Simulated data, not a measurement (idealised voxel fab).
The name of this process module is voxel self aligned contacts.
Each square cell in cross-section cut measures 5 nm, and the section as a whole is 170 nm wide.
Cross-section = grid of square cells, listed top down in bands; band = one or more rows. Top height, bottom height, nm. Materials left to right, width each, nm. Single material + "full width" = fills band edge to edge. "blank" = empty. Height 0 is the level under which the wafer as received is all one material. The lowest band goes on downwards, as in "0 -> down". Graded width ("30 to 40"): value in top row of band = first number; value in bottom row = second number; row-to-row change constant. Where the words "no modification" appear for a step, the cross-section shows no cell changed by that step; every cell remained as before. "Enclosed empty spaces" lists enclosed empty spaces (at least 8 cells, no open path upward to the top), each as width x height at distance from the left edge, in nm. Past the settings on a step's line: simulator remark, on that step. "overlay nm" answers the question of how far to the right of plan the mask lay on a step that has a mask, and when it is negative the answer is to the left.
# plan
1. op RECEIVE | material Si
2. op OXIDIZE | depth nm 5
3. op DIRECTIONAL_DEP | material polySi | thk nm 20
4. op DIRECTIONAL_DEP | material SiN | thk nm 25
5. op DIRECTIONAL_DEP | material aC | thk nm 15
6. op PATTERN | tone cover | mask id GATE | material resist | width nm 35 | pitch nm 70 | thk nm 30 | overlay nm 0
7. op DIRECTIONAL_ETCH | etch materials aC | depth nm 15
8. op STRIP | etch materials resist
9. op DIRECTIONAL_ETCH | etch materials SiN | depth nm 25
10. op DIRECTIONAL_ETCH | etch materials polySi | depth nm 20
11. op STRIP | etch materials aC
12. op CONFORMAL_DEP | material SiN | thk nm 10
13. op DIRECTIONAL_ETCH | etch materials SiN | depth nm 10
14. op FILL_DEP | material SiO2 | thk nm 15
15. op CMP | height nm 50
16. op PATTERN | tone open | mask id CONTACT | material resist | width nm 55 | thk nm 20 | overlay nm 0
17. op DIRECTIONAL_ETCH | etch materials SiO2 | depth nm 55
18. op STRIP | etch materials resist
19. op CONFORMAL_DEP | material TiN | thk nm 5
20. op FILL_DEP | material Ru | thk nm 5
21. op CMP | height nm 50
22. op CONFORMAL_DEP | material SiCN | thk nm 5
# Below: the first of two wafers, run as planned
# So this is the incoming wafer in cross-section - it's already been through step 1
- 0 -> down: Si full width
- Enclosed empty spaces: none
# The wafer in cross-section once step 2 is complete
- 0 -> -5: SiO2 full width
- Unchanged below -5.
# The wafer in cross-section once step 3 is complete
- 20 -> 0: polySi full width
- Unchanged below 0.
# The wafer in cross-section once step 4 is complete
- 45 -> 20: SiN full width
- Unchanged below 20.
# The wafer in cross-section once step 5 is complete
- 60 -> 45: aC full width
- Unchanged below 45.
# The wafer in cross-section once step 6 is complete
- 90 -> 60: 30 of blank / 35 of resist / 35 of blank / 35 of resist / 35 of blank
- Unchanged below 60.
# The wafer in cross-section once step 7 is complete
- 75 -> 60: 30 of blank / 35 of resist / 35 of blank / 35 of resist / 35 of blank
- 60 -> 45: 30 of blank / 35 of aC / 35 of blank / 35 of aC / 35 of blank
- Unchanged below 45.
# The wafer in cross-section once step 8 is complete
- 60 -> 45: 30 of blank / 35 of aC / 35 of blank / 35 of aC / 35 of blank
- Unchanged below 45.
# The wafer in cross-section once step 9 is complete
- 60 -> 45: 30 of blank / 35 of aC / 35 of blank / 35 of aC / 35 of blank
- 45 -> 20: 30 of blank / 35 of SiN / 35 of blank / 35 of SiN / 35 of blank
- Unchanged below 20.
# The wafer in cross-section once step 10 is complete
- 60 -> 45: 30 of blank / 35 of aC / 35 of blank / 35 of aC / 35 of blank
- 45 -> 20: 30 of blank / 35 of SiN / 35 of blank / 35 of SiN / 35 of blank
- 20 -> 0: 30 of blank / 35 of polySi / 35 of blank / 35 of polySi / 35 of blank
- Unchanged below 0.
# The wafer in cross-section once step 11 is complete
- 45 -> 20: 30 of blank / 35 of SiN / 35 of blank / 35 of SiN / 35 of blank
- Unchanged below 20.
# The wafer in cross-section once step 12 is complete
- 55 -> 20: 20 of blank / 55 of SiN / 15 of blank / 55 of SiN / 25 of blank
- 20 -> 10: 20 of blank / 10 of SiN / 35 of polySi / 10 of SiN / 15 of blank / 10 of SiN / 35 of polySi / 10 of SiN / 25 of blank
- 10 -> 0: 30 of SiN / 35 of polySi / 35 of SiN / 35 of polySi / 35 of SiN
- Unchanged below 0.
# The wafer in cross-section once step 13 is complete
- 45 -> 20: 20 of blank / 55 of SiN / 15 of blank / 55 of SiN / 25 of blank
- 20 -> 0: 20 of blank / 10 of SiN / 35 of polySi / 10 of SiN / 15 of blank / 10 of SiN / 35 of polySi / 10 of SiN / 25 of blank
- Unchanged below 0.
# The wafer in cross-section once step 14 is complete
- 60 -> 45: SiO2 full width
- 45 -> 20: 20 of SiO2 / 55 of SiN / 15 of SiO2 / 55 of SiN / 25 of SiO2
- 20 -> 0: 20 of SiO2 / 10 of SiN / 35 of polySi / 10 of SiN / 15 of SiO2 / 10 of SiN / 35 of polySi / 10 of SiN / 25 of SiO2
- Unchanged below 0.
# The wafer in cross-section once step 15 is complete
- 50 -> 45: SiO2 full width
- Unchanged below 45.
# The wafer in cross-section once step 16 is complete
- 70 -> 50: 55 of resist / 55 of blank / 60 of resist
- Unchanged below 50.
# The wafer in cross-section once step 17 is complete
- 70 -> 50: 55 of resist / 55 of blank / 60 of resist
- 50 -> 45: 55 of SiO2 / 55 of blank / 60 of SiO2
- 45 -> 20: 20 of SiO2 / 55 of SiN / 15 of blank / 55 of SiN / 25 of SiO2
- 20 -> 0: 20 of SiO2 / 10 of SiN / 35 of polySi / 10 of SiN / 15 of blank / 10 of SiN / 35 of polySi / 10 of SiN / 25 of SiO2
- 0 -> -5: 75 of SiO2 / 15 of blank / 80 of SiO2
- Unchanged below -5.
# The wafer in cross-section once step 18 is complete
- 50 -> 45: 55 of SiO2 / 55 of blank / 60 of SiO2
- Unchanged below 45.
# The wafer in cross-section once step 19 is complete
- 55 -> 50: 60 of TiN / 45 of blank / 65 of TiN
- 50 -> 45: 55 of SiO2 / 25 of TiN / 5 of blank / 25 of TiN / 60 of SiO2
- 45 -> 20: 20 of SiO2 / 55 of SiN / 5 of TiN / 5 of blank / 5 of TiN / 55 of SiN / 25 of SiO2
- 20 -> 0: 20 of SiO2 / 10 of SiN / 35 of polySi / 10 of SiN / 5 of TiN / 5 of blank / 5 of TiN / 10 of SiN / 35 of polySi / 10 of SiN / 25 of SiO2
- 0 -> -5: 75 of SiO2 / 15 of TiN / 80 of SiO2
- Unchanged below -5.
# The wafer in cross-section once step 20 is complete
- 60 -> 55: Ru full width
- 55 -> 50: 60 of TiN / 45 of Ru / 65 of TiN
- 50 -> 45: 55 of SiO2 / 25 of TiN / 5 of Ru / 25 of TiN / 60 of SiO2
- 45 -> 20: 20 of SiO2 / 55 of SiN / 5 of TiN / 5 of Ru / 5 of TiN / 55 of SiN / 25 of SiO2
- 20 -> 0: 20 of SiO2 / 10 of SiN / 35 of polySi / 10 of SiN / 5 of TiN / 5 of Ru / 5 of TiN / 10 of SiN / 35 of polySi / 10 of SiN / 25 of SiO2
- Unchanged below 0.
# The wafer in cross-section once step 21 is complete
- 50 -> 45: 55 of SiO2 / 25 of TiN / 5 of Ru / 25 of TiN / 60 of SiO2
- Unchanged below 45.
# The wafer in cross-section once step 22 is complete
- 55 -> 50: SiCN full width
- Unchanged below 50.
# Here the second wafer is described. Its start and its plan were those of the first wafer. Its run contained one mistake. Up to and including step 2, it did exactly what the first wafer did
# What the second wafer looks like in cross-section when step 3 should have wrapped up
- 40 -> 0: polySi full width
- Unchanged below 0.
# What the second wafer looks like in cross-section when step 4 should have wrapped up
- 65 -> 40: SiN full width
- Unchanged below 40.
# What the second wafer looks like in cross-section when step 5 should have wrapped up
- 80 -> 65: aC full width
- Unchanged below 65.
# What the second wafer looks like in cross-section when step 6 should have wrapped up
- 110 -> 80: 30 of blank / 35 of resist / 35 of blank / 35 of resist / 35 of blank
- Unchanged below 80.
# What the second wafer looks like in cross-section when step 7 should have wrapped up
- 95 -> 80: 30 of blank / 35 of resist / 35 of blank / 35 of resist / 35 of blank
- 80 -> 65: 30 of blank / 35 of aC / 35 of blank / 35 of aC / 35 of blank
- Unchanged below 65.
# What the second wafer looks like in cross-section when step 8 should have wrapped up
- 80 -> 65: 30 of blank / 35 of aC / 35 of blank / 35 of aC / 35 of blank
- Unchanged below 65.
# What the second wafer looks like in cross-section when step 9 should have wrapped up
- 80 -> 65: 30 of blank / 35 of aC / 35 of blank / 35 of aC / 35 of blank
- 65 -> 40: 30 of blank / 35 of SiN / 35 of blank / 35 of SiN / 35 of blank
- Unchanged below 40.
# What the second wafer looks like in cross-section when step 10 should have wrapped up
- 80 -> 65: 30 of blank / 35 of aC / 35 of blank / 35 of aC / 35 of blank
- 65 -> 40: 30 of blank / 35 of SiN / 35 of blank / 35 of SiN / 35 of blank
- 40 -> 20: 30 of blank / 35 of polySi / 35 of blank / 35 of polySi / 35 of blank
- Unchanged below 20.
# What the second wafer looks like in cross-section when step 11 should have wrapped up
- 65 -> 40: 30 of blank / 35 of SiN / 35 of blank / 35 of SiN / 35 of blank
- Unchanged below 40.
# What the second wafer looks like in cross-section when step 12 should have wrapped up
- 75 -> 40: 20 of blank / 55 of SiN / 15 of blank / 55 of SiN / 25 of blank
- 40 -> 30: 20 of blank / 10 of SiN / 35 of polySi / 10 of SiN / 15 of blank / 10 of SiN / 35 of polySi / 10 of SiN / 25 of blank
- 30 -> 20: 30 of SiN / 35 of polySi / 35 of SiN / 35 of polySi / 35 of SiN
- Unchanged below 20.
# What the second wafer looks like in cross-section when step 13 should have wrapped up
- 65 -> 40: 20 of blank / 55 of SiN / 15 of blank / 55 of SiN / 25 of blank
- 40 -> 20: 20 of blank / 10 of SiN / 35 of polySi / 10 of SiN / 15 of blank / 10 of SiN / 35 of polySi / 10 of SiN / 25 of blank
- Unchanged below 20.
# What the second wafer looks like in cross-section when step 14 should have wrapped up
- 80 -> 65: SiO2 full width
- 65 -> 40: 20 of SiO2 / 55 of SiN / 15 of SiO2 / 55 of SiN / 25 of SiO2
- 40 -> 20: 20 of SiO2 / 10 of SiN / 35 of polySi / 10 of SiN / 15 of SiO2 / 10 of SiN / 35 of polySi / 10 of SiN / 25 of SiO2
- Unchanged below 20.
# What the second wafer looks like in cross-section when step 15 should have wrapped up
- 50 -> 40: 20 of SiO2 / 55 of SiN / 15 of SiO2 / 55 of SiN / 25 of SiO2
- Unchanged below 40.
# What the second wafer looks like in cross-section when step 16 should have wrapped up
- 70 -> 50: 55 of resist / 55 of blank / 60 of resist
- Unchanged below 50.
# What the second wafer looks like in cross-section when step 17 should have wrapped up
- 70 -> 50: 55 of resist / 55 of blank / 60 of resist
- 50 -> 40: 20 of SiO2 / 55 of SiN / 15 of blank / 55 of SiN / 25 of SiO2
- 40 -> 20: 20 of SiO2 / 10 of SiN / 35 of polySi / 10 of SiN / 15 of blank / 10 of SiN / 35 of polySi / 10 of SiN / 25 of SiO2
- Unchanged below 20.
# What the second wafer looks like in cross-section when step 18 should have wrapped up
- 50 -> 40: 20 of SiO2 / 55 of SiN / 15 of blank / 55 of SiN / 25 of SiO2
- Unchanged below 40.
# What the second wafer looks like in cross-section when step 19 should have wrapped up
- 55 -> 50: 80 of TiN / 5 of blank / 85 of TiN
- 50 -> 40: 20 of SiO2 / 55 of SiN / 5 of TiN / 5 of blank / 5 of TiN / 55 of SiN / 25 of SiO2
- 40 -> 25: 20 of SiO2 / 10 of SiN / 35 of polySi / 10 of SiN / 5 of TiN / 5 of blank / 5 of TiN / 10 of SiN / 35 of polySi / 10 of SiN / 25 of SiO2
- 25 -> 20: 20 of SiO2 / 10 of SiN / 35 of polySi / 10 of SiN / 15 of TiN / 10 of SiN / 35 of polySi / 10 of SiN / 25 of SiO2
- Unchanged below 20.
# What the second wafer looks like in cross-section when step 20 should have wrapped up
- 60 -> 55: Ru full width
- 55 -> 50: 80 of TiN / 5 of Ru / 85 of TiN
- 50 -> 40: 20 of SiO2 / 55 of SiN / 5 of TiN / 5 of Ru / 5 of TiN / 55 of SiN / 25 of SiO2
- 40 -> 25: 20 of SiO2 / 10 of SiN / 35 of polySi / 10 of SiN / 5 of TiN / 5 of Ru / 5 of TiN / 10 of SiN / 35 of polySi / 10 of SiN / 25 of SiO2
- Unchanged below 25.
# What the second wafer looks like in cross-section when step 21 should have wrapped up
- 50 -> 40: 20 of SiO2 / 55 of SiN / 5 of TiN / 5 of Ru / 5 of TiN / 55 of SiN / 25 of SiO2
- Unchanged below 40.
# What the second wafer looks like in cross-section when step 22 should have wrapped up
- 55 -> 50: SiCN full width
- Unchanged below 50.
Error vs. plan: plan step 3 ran twice
Wrapping up, a cell-based count of both wafers puts the second over or under the first for these materials: 5 fewer of Ru, 66 fewer of SiN, 47 fewer of SiO2, 18 fewer of TiN, 136 more of polySi
